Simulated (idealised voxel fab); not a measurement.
Herein follows the process module entitled voxel self aligned vias.
Section cut is 280 nm wide and gridded with 5 nm square cells.
Cross-section = grid of square cells, listed top down in bands; band = one or more rows.
Heads up on the band format: heights come first, top then bottom, in nm. After that it's the materials left to right, each with its width in nm. A single material flagged "everywhere" fills the whole band edge to edge, and "empty" means there's empty space there.
Ref level 0: as-received wafer is one material below here. Bottom band extends down with no lower bound ("0..down").
The notation "30->40" denotes a width that varies across the rows of cells in the band, beginning at the first number in the top row, finishing at the second number in the bottom row, and changing by an identical amount from each row to the next.
Take "all unchanged" at face value: in the step it is given for, the cross-section changed in none of its cells.
The entry "Enclosed void inventory" lists the empty spaces that cover at least 8 cells and have no open path to the top. Each is written as width x height at distance, where the distance is measured from the left edge and all three values are in nm.
Past the settings on a step's line: simulator remark, on that step.
overlay nm: for a step with a mask, the amount by which the mask lay right of where it was planned; a negative amount means left of it.
## Set out below are the planned steps of the process
step 1: RECEIVE: material Si
step 2: CONFORMAL_DEP: material SiO2, thk nm 10
step 3: CONFORMAL_DEP: material SiCN, thk nm 5
step 4: DIRECTIONAL_DEP: material SiO2, thk nm 30
step 5: MASKED_ETCH: tone open, mask id LINES, width nm 30, pitch nm 70, etch materials SiO2, depth nm 30, overlay nm 0
step 6: CONFORMAL_DEP: material TiN, thk nm 5
step 7: FILL_DEP: material Ru, thk nm 10
step 8: CMP: height nm 45
step 9: SELECTIVE_ETCH: etch materials W Ru TiN, depth nm 5
step 10: FILL_DEP: material SiN, thk nm 5
step 11: CMP: height nm 45
step 12: DIRECTIONAL_DEP: material SiO2, thk nm 20
step 13: MASKED_ETCH: tone open, mask id VIAS, width nm 50, etch materials SiO2, depth nm 20, overlay nm 0
step 14: MASKED_ETCH: tone open, mask id VIAS, width nm 50, etch materials SiN, depth nm 5, overlay nm 0
step 15: CONFORMAL_DEP: material TiN, thk nm 5
step 16: FILL_DEP: material W, thk nm 10
step 17: CMP: height nm 65
step 18: CONFORMAL_DEP: material SiCN, thk nm 5
## The first of the two wafers, which ran as planned
## Shown in cross-section is the wafer as received, that is, as it stands after step 1
> 0..down  Si everywhere
> Enclosed void inventory: none
## Cross-section of the wafer after step 2
> 10..0  SiO2 everywhere
> Below 0, no change.
## Cross-section of the wafer after step 3
> 15..10  SiCN everywhere
> Below 10, no change.
## Cross-section of the wafer after step 4
> 45..15  SiO2 everywhere
> Below 15, no change.
## Cross-section of the wafer after step 5
> 45..15  SiO2 90 nm  empty 30 nm  SiO2 40 nm  empty 30 nm  SiO2 90 nm
> Below 15, no change.
## Cross-section of the wafer after step 6
> 50..45  TiN 95 nm  empty 20 nm  TiN 50 nm  empty 20 nm  TiN 95 nm
> 45..20  SiO2 90 nm  TiN 5 nm  empty 20 nm  TiN 5 nm  SiO2 40 nm  TiN 5 nm  empty 20 nm  TiN 5 nm  SiO2 90 nm
> 20..15  SiO2 90 nm  TiN 30 nm  SiO2 40 nm  TiN 30 nm  SiO2 90 nm
> Below 15, no change.
## Cross-section of the wafer after step 7
> 60..50  Ru everywhere
> 50..45  TiN 95 nm  Ru 20 nm  TiN 50 nm  Ru 20 nm  TiN 95 nm
> 45..20  SiO2 90 nm  TiN 5 nm  Ru 20 nm  TiN 5 nm  SiO2 40 nm  TiN 5 nm  Ru 20 nm  TiN 5 nm  SiO2 90 nm
> Below 20, no change.
## Cross-section of the wafer after step 8
> 45..20  SiO2 90 nm  TiN 5 nm  Ru 20 nm  TiN 5 nm  SiO2 40 nm  TiN 5 nm  Ru 20 nm  TiN 5 nm  SiO2 90 nm
> Below 20, no change.
## Cross-section of the wafer after step 9
> 45..40  SiO2 90 nm  empty 30 nm  SiO2 40 nm  empty 30 nm  SiO2 90 nm
> Below 40, no change.
## Cross-section of the wafer after step 10
> 50..45  SiN everywhere
> 45..40  SiO2 90 nm  SiN 30 nm  SiO2 40 nm  SiN 30 nm  SiO2 90 nm
> Below 40, no change.
## Cross-section of the wafer after step 11
> 45..40  SiO2 90 nm  SiN 30 nm  SiO2 40 nm  SiN 30 nm  SiO2 90 nm
> Below 40, no change.
## Cross-section of the wafer after step 12
> 65..45  SiO2 everywhere
> Below 45, no change.
## Cross-section of the wafer after step 13
> 65..45  SiO2 80 nm  empty 50 nm  SiO2 150 nm
> Below 45, no change.
## Cross-section of the wafer after step 14
> 65..45  SiO2 80 nm  empty 50 nm  SiO2 150 nm
> 45..40  SiO2 90 nm  empty 30 nm  SiO2 40 nm  SiN 30 nm  SiO2 90 nm
> Below 40, no change.
## Cross-section of the wafer after step 15
> 70..65  TiN 85 nm  empty 40 nm  TiN 155 nm
> 65..50  SiO2 80 nm  TiN 5 nm  empty 40 nm  TiN 5 nm  SiO2 150 nm
> 50..45  SiO2 80 nm  TiN 15 nm  empty 20 nm  TiN 15 nm  SiO2 150 nm
> 45..40  SiO2 90 nm  TiN 30 nm  SiO2 40 nm  SiN 30 nm  SiO2 90 nm
> Below 40, no change.
## Cross-section of the wafer after step 16
> 80..70  W everywhere
> 70..65  TiN 85 nm  W 40 nm  TiN 155 nm
> 65..50  SiO2 80 nm  TiN 5 nm  W 40 nm  TiN 5 nm  SiO2 150 nm
> 50..45  SiO2 80 nm  TiN 15 nm  W 20 nm  TiN 15 nm  SiO2 150 nm
> Below 45, no change.
## Cross-section of the wafer after step 17
> 65..50  SiO2 80 nm  TiN 5 nm  W 40 nm  TiN 5 nm  SiO2 150 nm
> Below 50, no change.
## Cross-section of the wafer after step 18
> 70..65  SiCN everywhere
> Below 65, no change.
## Second of two: same start, same plan, one run error; steps up to and including 12 match the first
## Look at the second wafer in cross-section at the time step 13 ought to have finished
> 65..45  SiO2 80 nm  empty 50 nm  SiO2 150 nm
> 45..40  SiO2 80 nm  empty 10 nm  SiN 30 nm  empty 10 nm  SiO2 30 nm  SiN 30 nm  SiO2 90 nm
> 40..25  SiO2 80 nm  empty 10 nm  TiN 5 nm  Ru 20 nm  TiN 5 nm  empty 10 nm  SiO2 30 nm  TiN 5 nm  Ru 20 nm  TiN 5 nm  SiO2 90 nm
> Below 25, no change.
## Look at the second wafer in cross-section at the time step 14 ought to have finished
> 65..45  SiO2 80 nm  empty 50 nm  SiO2 150 nm
> 45..40  SiO2 80 nm  empty 50 nm  SiO2 30 nm  SiN 30 nm  SiO2 90 nm
> Below 40, no change.
## Look at the second wafer in cross-section at the time step 15 ought to have finished
> 70..65  TiN 85 nm  empty 40 nm  TiN 155 nm
> 65..45  SiO2 80 nm  TiN 5 nm  empty 40 nm  TiN 5 nm  SiO2 150 nm
> 45..40  SiO2 80 nm  TiN 50 nm  SiO2 30 nm  SiN 30 nm  SiO2 90 nm
> 40..25  SiO2 80 nm  TiN 15 nm  Ru 20 nm  TiN 15 nm  SiO2 30 nm  TiN 5 nm  Ru 20 nm  TiN 5 nm  SiO2 90 nm
> Below 25, no change.
## Look at the second wafer in cross-section at the time step 16 ought to have finished
> 80..70  W everywhere
> 70..65  TiN 85 nm  W 40 nm  TiN 155 nm
> 65..45  SiO2 80 nm  TiN 5 nm  W 40 nm  TiN 5 nm  SiO2 150 nm
> Below 45, no change.
## Look at the second wafer in cross-section at the time step 17 ought to have finished
> 65..45  SiO2 80 nm  TiN 5 nm  W 40 nm  TiN 5 nm  SiO2 150 nm
> Below 45, no change.
## Look at the second wafer in cross-section at the time step 18 ought to have finished
> 70..65  SiCN everywhere
> Below 65, no change.
What was the processing mistake? regarding the plan, step 13 was run twice
Final comparison by cell count, materials where the second wafer has more or fewer than the first: SiO2 -16, TiN +12, W +4
